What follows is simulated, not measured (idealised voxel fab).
You're looking at the process module voxel self aligned contacts.
Square cell edge 5 nm, section width 235 nm, ID cut.
This document writes a cross-section as a grid whose cells are square, and gives it as bands, listed from the top down; one or more rows of cells form a band. Band entry format. Leading values: height of top, height of bottom, nm. Remainder: materials in left-to-right order, each with its width in nm. Special words: "edge to edge" on a single material, which then fills the band edge to edge; "blank", empty space. Ref level 0: as-received wafer is one material below here. Bottom band extends down with no lower bound ("z 0 and below"). Top row gets the first number, bottom row gets the second, and each row in between changes by the same step: that is how a band width like "30->40" works. You'll sometimes find "identical to before" written for a step, and that's the way of saying that nowhere in the cross-section did a cell change during that step. "Sealed internal voids" means: voids of 8 cells or more that are shut off from the top with no open way through. Written width x height at distance, distance from the left edge, in nm. That trailing text on a step's line, after the settings, is the simulator's own remark on the step. What "overlay nm" on a step's line means: if the step has a mask, that mask lay this far to the right of its planned place, or, when the value is negative, to the left.

## Planned process steps
| 1 | op RECEIVE | material Si |
| 2 | op OXIDIZE | depth nm 5 |
| 3 | op DIRECTIONAL_DEP | material polySi | thk nm 25 |
| 4 | op DIRECTIONAL_DEP | material SiN | thk nm 15 |
| 5 | op PATTERN | tone cover | mask id GATE | material resist | width nm 25 | pitch nm 50 | thk nm 20 | overlay nm 0 |
| 6 | op DIRECTIONAL_ETCH | etch materials SiN | depth nm 15 |
| 7 | op DIRECTIONAL_ETCH | etch materials polySi | depth nm 25 |
| 8 | op STRIP | etch materials resist |
| 9 | op CONFORMAL_DEP | material SiN | thk nm 5 |
| 10 | op DIRECTIONAL_ETCH | etch materials SiN | depth nm 5 |
| 11 | op FILL_DEP | material SiO2 | thk nm 20 |
| 12 | op CMP | height nm 50 |
| 13 | op DIRECTIONAL_DEP | material aC | thk nm 10 |
| 14 | op PATTERN | tone open | mask id CONTACT | material resist | width nm 35 | pitch nm 50 | thk nm 30 | overlay nm 0 |
| 15 | op DIRECTIONAL_ETCH | etch materials aC | depth nm 10 |
| 16 | op STRIP | etch materials resist |
| 17 | op DIRECTIONAL_ETCH | etch materials SiO2 | depth nm 55 |
| 18 | op STRIP | etch materials aC |
| 19 | op CONFORMAL_DEP | material TiN | thk nm 5 |
| 20 | op FILL_DEP | material Ru | thk nm 10 |
| 21 | op CMP | height nm 50 |
| 22 | op CONFORMAL_DEP | material SiCN | thk nm 5 |

## First of two wafers, with the run carried out as planned

## The cross-section here shows the wafer as received, i.e. in its state after step 1
  z 0 and below: Si edge to edge
  Sealed internal voids: none

## State of the wafer after step 2, shown in cross-section
  z 0 to -5: SiO2 edge to edge
  Beneath the level -5, the cross-section is identical to its previous state.

## State of the wafer after step 3, shown in cross-section
  z 25 to 0: polySi edge to edge
  Beneath the level 0, the cross-section is identical to its previous state.

## State of the wafer after step 4, shown in cross-section
  z 40 to 25: SiN edge to edge
  Beneath the level 25, the cross-section is identical to its previous state.

## State of the wafer after step 5, shown in cross-section
  z 60 to 40: 55 of blank / 25 of resist / 25 of blank / 25 of resist / 25 of blank / 25 of resist / 55 of blank
  Beneath the level 40, the cross-section is identical to its previous state.

## State of the wafer after step 6, shown in cross-section
  z 60 to 40: 55 of blank / 25 of resist / 25 of blank / 25 of resist / 25 of blank / 25 of resist / 55 of blank
  z 40 to 25: 55 of blank / 25 of SiN / 25 of blank / 25 of SiN / 25 of blank / 25 of SiN / 55 of blank
  Beneath the level 25, the cross-section is identical to its previous state.

## State of the wafer after step 7, shown in cross-section
  z 60 to 40: 55 of blank / 25 of resist / 25 of blank / 25 of resist / 25 of blank / 25 of resist / 55 of blank
  z 40 to 25: 55 of blank / 25 of SiN / 25 of blank / 25 of SiN / 25 of blank / 25 of SiN / 55 of blank
  z 25 to 0: 55 of blank / 25 of polySi / 25 of blank / 25 of polySi / 25 of blank / 25 of polySi / 55 of blank
  Beneath the level 0, the cross-section is identical to its previous state.

## State of the wafer after step 8, shown in cross-section
  z 40 to 25: 55 of blank / 25 of SiN / 25 of blank / 25 of SiN / 25 of blank / 25 of SiN / 55 of blank
  Beneath the level 25, the cross-section is identical to its previous state.

## State of the wafer after step 9, shown in cross-section
  z 45 to 25: 50 of blank / 35 of SiN / 15 of blank / 35 of SiN / 15 of blank / 35 of SiN / 50 of blank
  z 25 to 5: 50 of blank / 5 of SiN / 25 of polySi / 5 of SiN / 15 of blank / 5 of SiN / 25 of polySi / 5 of SiN / 15 of blank / 5 of SiN / 25 of polySi / 5 of SiN / 50 of blank
  z 5 to 0: 55 of SiN / 25 of polySi / 25 of SiN / 25 of polySi / 25 of SiN / 25 of polySi / 55 of SiN
  Beneath the level 0, the cross-section is identical to its previous state.

## State of the wafer after step 10, shown in cross-section
  z 40 to 25: 50 of blank / 35 of SiN / 15 of blank / 35 of SiN / 15 of blank / 35 of SiN / 50 of blank
  z 25 to 0: 50 of blank / 5 of SiN / 25 of polySi / 5 of SiN / 15 of blank / 5 of SiN / 25 of polySi / 5 of SiN / 15 of blank / 5 of SiN / 25 of polySi / 5 of SiN / 50 of blank
  Beneath the level 0, the cross-section is identical to its previous state.

## State of the wafer after step 11, shown in cross-section
  z 60 to 40: SiO2 edge to edge
  z 40 to 25: 50 of SiO2 / 35 of SiN / 15 of SiO2 / 35 of SiN / 15 of SiO2 / 35 of SiN / 50 of SiO2
  z 25 to 0: 50 of SiO2 / 5 of SiN / 25 of polySi / 5 of SiN / 15 of SiO2 / 5 of SiN / 25 of polySi / 5 of SiN / 15 of SiO2 / 5 of SiN / 25 of polySi / 5 of SiN / 50 of SiO2
  Beneath the level 0, the cross-section is identical to its previous state.

## State of the wafer after step 12, shown in cross-section
  z 50 to 40: SiO2 edge to edge
  Beneath the level 40, the cross-section is identical to its previous state.

## State of the wafer after step 13, shown in cross-section
  z 60 to 50: aC edge to edge
  Beneath the level 50, the cross-section is identical to its previous state.

## State of the wafer after step 14, shown in cross-section
  z 90 to 60: 75 of resist / 35 of blank / 15 of resist / 35 of blank / 75 of resist
  Beneath the level 60, the cross-section is identical to its previous state.

## State of the wafer after step 15, shown in cross-section
  z 80 to 60: 75 of resist / 35 of blank / 15 of resist / 35 of blank / 75 of resist
  z 60 to 50: 75 of aC / 35 of blank / 15 of aC / 35 of blank / 75 of aC
  Beneath the level 50, the cross-section is identical to its previous state.

## State of the wafer after step 16, shown in cross-section
  z 60 to 50: 75 of aC / 35 of blank / 15 of aC / 35 of blank / 75 of aC
  Beneath the level 50, the cross-section is identical to its previous state.

## State of the wafer after step 17, shown in cross-section
  z 60 to 50: 75 of aC / 35 of blank / 15 of aC / 35 of blank / 75 of aC
  z 50 to 40: 75 of SiO2 / 35 of blank / 15 of SiO2 / 35 of blank / 75 of SiO2
  z 40 to 25: 50 of SiO2 / 35 of SiN / 15 of blank / 35 of SiN / 15 of blank / 35 of SiN / 50 of SiO2
  z 25 to 0: 50 of SiO2 / 5 of SiN / 25 of polySi / 5 of SiN / 15 of blank / 5 of SiN / 25 of polySi / 5 of SiN / 15 of blank / 5 of SiN / 25 of polySi / 5 of SiN / 50 of SiO2
  z 0 to -5: 85 of SiO2 / 15 of blank / 35 of SiO2 / 15 of blank / 85 of SiO2
  Beneath the level -5, the cross-section is identical to its previous state.

## State of the wafer after step 18, shown in cross-section
  z 50 to 40: 75 of SiO2 / 35 of blank / 15 of SiO2 / 35 of blank / 75 of SiO2
  Beneath the level 40, the cross-section is identical to its previous state.

## State of the wafer after step 19, shown in cross-section
  z 55 to 50: 80 of TiN / 25 of blank / 25 of TiN / 25 of blank / 80 of TiN
  z 50 to 40: 75 of SiO2 / 5->15 of TiN / 25->5 of blank / 5->15 of TiN / 15 of SiO2 / 5->15 of TiN / 25->5 of blank / 5->15 of TiN / 75 of SiO2
  z 40 to 25: 50 of SiO2 / 35 of SiN / 5 of TiN / 5 of blank / 5 of TiN / 35 of SiN / 5 of TiN / 5 of blank / 5 of TiN / 35 of SiN / 50 of SiO2
  z 25 to 0: 50 of SiO2 / 5 of SiN / 25 of polySi / 5 of SiN / 5 of TiN / 5 of blank / 5 of TiN / 5 of SiN / 25 of polySi / 5 of SiN / 5 of TiN / 5 of blank / 5 of TiN / 5 of SiN / 25 of polySi / 5 of SiN / 50 of SiO2
  z 0 to -5: 85 of SiO2 / 15 of TiN / 35 of SiO2 / 15 of TiN / 85 of SiO2
  Beneath the level -5, the cross-section is identical to its previous state.

## State of the wafer after step 20, shown in cross-section
  z 65 to 55: Ru edge to edge
  z 55 to 50: 80 of TiN / 25 of Ru / 25 of TiN / 25 of Ru / 80 of TiN
  z 50 to 40: 75 of SiO2 / 5->15 of TiN / 25->5 of Ru / 5->15 of TiN / 15 of SiO2 / 5->15 of TiN / 25->5 of Ru / 5->15 of TiN / 75 of SiO2
  z 40 to 25: 50 of SiO2 / 35 of SiN / 5 of TiN / 5 of Ru / 5 of TiN / 35 of SiN / 5 of TiN / 5 of Ru / 5 of TiN / 35 of SiN / 50 of SiO2
  z 25 to 0: 50 of SiO2 / 5 of SiN / 25 of polySi / 5 of SiN / 5 of TiN / 5 of Ru / 5 of TiN / 5 of SiN / 25 of polySi / 5 of SiN / 5 of TiN / 5 of Ru / 5 of TiN / 5 of SiN / 25 of polySi / 5 of SiN / 50 of SiO2
  Beneath the level 0, the cross-section is identical to its previous state.

## State of the wafer after step 21, shown in cross-section
  z 50 to 40: 75 of SiO2 / 5->15 of TiN / 25->5 of Ru / 5->15 of TiN / 15 of SiO2 / 5->15 of TiN / 25->5 of Ru / 5->15 of TiN / 75 of SiO2
  Beneath the level 40, the cross-section is identical to its previous state.

## State of the wafer after step 22, shown in cross-section
  z 55 to 50: SiCN edge to edge
  Beneath the level 50, the cross-section is identical to its previous state.

## Second wafer. Start and plan as for the first. One mistake made in running. Agrees with the first up to and including step 1

## Second wafer, cross-section, planned end of step 2
  z 25 to 0: polySi edge to edge
  Beneath the level 0, the cross-section is identical to its previous state.

## Second wafer, cross-section, planned end of step 3
  z 25 to 20: SiO2 edge to edge
  Beneath the level 20, the cross-section is identical to its previous state.

## Second wafer, cross-section, planned end of step 4
  z 40 to 25: SiN edge to edge
  Beneath the level 25, the cross-section is identical to its previous state.

## Second wafer, cross-section, planned end of step 5
  z 60 to 40: 55 of blank / 25 of resist / 25 of blank / 25 of resist / 25 of blank / 25 of resist / 55 of blank
  Beneath the level 40, the cross-section is identical to its previous state.

## Second wafer, cross-section, planned end of step 6
  z 60 to 40: 55 of blank / 25 of resist / 25 of blank / 25 of resist / 25 of blank / 25 of resist / 55 of blank
  z 40 to 25: 55 of blank / 25 of SiN / 25 of blank / 25 of SiN / 25 of blank / 25 of SiN / 55 of blank
  Beneath the level 25, the cross-section is identical to its previous state.

Second wafer, cross-section, planned end of step 7: identical to before

## Second wafer, cross-section, planned end of step 8
  z 40 to 25: 55 of blank / 25 of SiN / 25 of blank / 25 of SiN / 25 of blank / 25 of SiN / 55 of blank
  Beneath the level 25, the cross-section is identical to its previous state.

## Second wafer, cross-section, planned end of step 9
  z 45 to 30: 50 of blank / 35 of SiN / 15 of blank / 35 of SiN / 15 of blank / 35 of SiN / 50 of blank
  z 30 to 25: SiN edge to edge
  Beneath the level 25, the cross-section is identical to its previous state.

## Second wafer, cross-section, planned end of step 10
  z 40 to 25: 50 of blank / 35 of SiN / 15 of blank / 35 of SiN / 15 of blank / 35 of SiN / 50 of blank
  Beneath the level 25, the cross-section is identical to its previous state.

## Second wafer, cross-section, planned end of step 11
  z 60 to 40: SiO2 edge to edge
  z 40 to 25: 50 of SiO2 / 35 of SiN / 15 of SiO2 / 35 of SiN / 15 of SiO2 / 35 of SiN / 50 of SiO2
  Beneath the level 25, the cross-section is identical to its previous state.

## Second wafer, cross-section, planned end of step 12
  z 50 to 40: SiO2 edge to edge
  Beneath the level 40, the cross-section is identical to its previous state.

## Second wafer, cross-section, planned end of step 13
  z 60 to 50: aC edge to edge
  Beneath the level 50, the cross-section is identical to its previous state.

## Second wafer, cross-section, planned end of step 14
  z 90 to 60: 75 of resist / 35 of blank / 15 of resist / 35 of blank / 75 of resist
  Beneath the level 60, the cross-section is identical to its previous state.

## Second wafer, cross-section, planned end of step 15
  z 80 to 60: 75 of resist / 35 of blank / 15 of resist / 35 of blank / 75 of resist
  z 60 to 50: 75 of aC / 35 of blank / 15 of aC / 35 of blank / 75 of aC
  Beneath the level 50, the cross-section is identical to its previous state.

## Second wafer, cross-section, planned end of step 16
  z 60 to 50: 75 of aC / 35 of blank / 15 of aC / 35 of blank / 75 of aC
  Beneath the level 50, the cross-section is identical to its previous state.

## Second wafer, cross-section, planned end of step 17
  z 60 to 50: 75 of aC / 35 of blank / 15 of aC / 35 of blank / 75 of aC
  z 50 to 40: 75 of SiO2 / 35 of blank / 15 of SiO2 / 35 of blank / 75 of SiO2
  z 40 to 25: 50 of SiO2 / 35 of SiN / 15 of blank / 35 of SiN / 15 of blank / 35 of SiN / 50 of SiO2
  z 25 to 20: 85 of SiO2 / 15 of blank / 35 of SiO2 / 15 of blank / 85 of SiO2
  Beneath the level 20, the cross-section is identical to its previous state.

## Second wafer, cross-section, planned end of step 18
  z 50 to 40: 75 of SiO2 / 35 of blank / 15 of SiO2 / 35 of blank / 75 of SiO2
  Beneath the level 40, the cross-section is identical to its previous state.

## Second wafer, cross-section, planned end of step 19
  z 55 to 50: 80 of TiN / 25 of blank / 25 of TiN / 25 of blank / 80 of TiN
  z 50 to 40: 75 of SiO2 / 5->15 of TiN / 25->5 of blank / 5->15 of TiN / 15 of SiO2 / 5->15 of TiN / 25->5 of blank / 5->15 of TiN / 75 of SiO2
  z 40 to 25: 50 of SiO2 / 35 of SiN / 5 of TiN / 5 of blank / 5 of TiN / 35 of SiN / 5 of TiN / 5 of blank / 5 of TiN / 35 of SiN / 50 of SiO2
  z 25 to 20: 85 of SiO2 / 15 of TiN / 35 of SiO2 / 15 of TiN / 85 of SiO2
  Beneath the level 20, the cross-section is identical to its previous state.

## Second wafer, cross-section, planned end of step 20
  z 65 to 55: Ru edge to edge
  z 55 to 50: 80 of TiN / 25 of Ru / 25 of TiN / 25 of Ru / 80 of TiN
  z 50 to 40: 75 of SiO2 / 5->15 of TiN / 25->5 of Ru / 5->15 of TiN / 15 of SiO2 / 5->15 of TiN / 25->5 of Ru / 5->15 of TiN / 75 of SiO2
  z 40 to 25: 50 of SiO2 / 35 of SiN / 5 of TiN / 5 of Ru / 5 of TiN / 35 of SiN / 5 of TiN / 5 of Ru / 5 of TiN / 35 of SiN / 50 of SiO2
  Beneath the level 25, the cross-section is identical to its previous state.

## Second wafer, cross-section, planned end of step 21
  z 50 to 40: 75 of SiO2 / 5->15 of TiN / 25->5 of Ru / 5->15 of TiN / 15 of SiO2 / 5->15 of TiN / 25->5 of Ru / 5->15 of TiN / 75 of SiO2
  Beneath the level 40, the cross-section is identical to its previous state.

## Second wafer, cross-section, planned end of step 22
  z 55 to 50: SiCN edge to edge
  Beneath the level 50, the cross-section is identical to its previous state.
Want to know what went wrong? a sequencing error occurred in which plan steps 2 and 3 were transposed
The final cell counts differ between the wafers, with the second having more or fewer of some materials than the first: Ru: 10 fewer | Si: 47 more | SiN: 30 fewer | SiO2: 100 fewer | TiN: 20 fewer | polySi: 113 more
